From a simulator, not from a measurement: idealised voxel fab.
Module name: voxel double patterning (process module)
300 nm wide, 5 nm square cells: that's cross-section cut.
Cross-section spec: square-cell grid; bands listed top down; each band is one or more rows.
Top, bottom (nm), then materials left to right with widths (nm); lone material tagged "edge to edge" fills the whole band edge to edge; "air" = empty space.
Note: height 0 marks the level under which the wafer is uniformly one material as received. Lowest band unbounded below, written "from 0 down".
The notation "30 to 40" denotes a width that varies across the rows of cells in the band, beginning at the first number in the top row, finishing at the second number in the bottom row, and changing by an identical amount from each row to the next.
Basically "remains unaltered" means that step didn't change any cell in the cross-section.
You'll see "Entrapped void list" listing empty spaces that have no way open to the top, as long as they're 8 cells or more; the notation is width x height at distance, where the distance is from the left edge, and all of it is in nm.
Past the settings on a step's line: simulator remark, on that step.
You can add "overlay nm" to a step's line. For a step with a mask, it describes how far the mask lay to the right of its planned position, and a negative number describes a lay to the left.
-- Intended process steps
step 1: RECEIVE with material Si
step 2: CONFORMAL_DEP with material SiO2, thk nm 5
step 3: DIRECTIONAL_DEP with material W, thk nm 15
step 4: DIRECTIONAL_DEP with material SiCN, thk nm 10
step 5: DIRECTIONAL_DEP with material aC, thk nm 15
step 6: PATTERN with tone open, mask id FIRST, material resist, width nm 15, pitch nm 50, thk nm 30, overlay nm -15
step 7: DIRECTIONAL_ETCH with etch materials aC, depth nm 15
step 8: STRIP with etch materials resist
step 9: DIRECTIONAL_ETCH with etch materials SiCN, depth nm 10
step 10: STRIP with etch materials aC
step 11: PATTERN with tone open, mask id SECOND, material resist, width nm 15, pitch nm 50, thk nm 15, overlay nm 0
step 12: DIRECTIONAL_ETCH with etch materials SiCN, depth nm 10
step 13: STRIP with etch materials resist
step 14: DIRECTIONAL_ETCH with etch materials W, depth nm 15
step 15: STRIP with etch materials SiCN
Every wafer here starts from the same state; it is the step 6 overlay nm that distinguishes them, and the value the plan gives belongs to the first wafer.
-- Cut through the first of several wafers as received, post step 1
    from 0 down: Si edge to edge
    Entrapped void list: none
-- Below, a row for every wafer. Read it as the end-of-module picture: for each material the wafer shows its cells gained (+) or lost (-) since it was received, and then its closed voids
overlay nm -15, +60 SiO2, +141 W, Entrapped void list: none
overlay nm -10, +60 SiO2, +135 W, Entrapped void list: none
overlay nm -5, +60 SiO2, +135 W, Entrapped void list: none
overlay nm 0, +60 SiO2, +135 W, Entrapped void list: none
overlay nm 5, +60 SiO2, +135 W, Entrapped void list: none
overlay nm 10, +60 SiO2, +135 W, Entrapped void list: none
overlay nm 15, +60 SiO2, +141 W, Entrapped void list: none
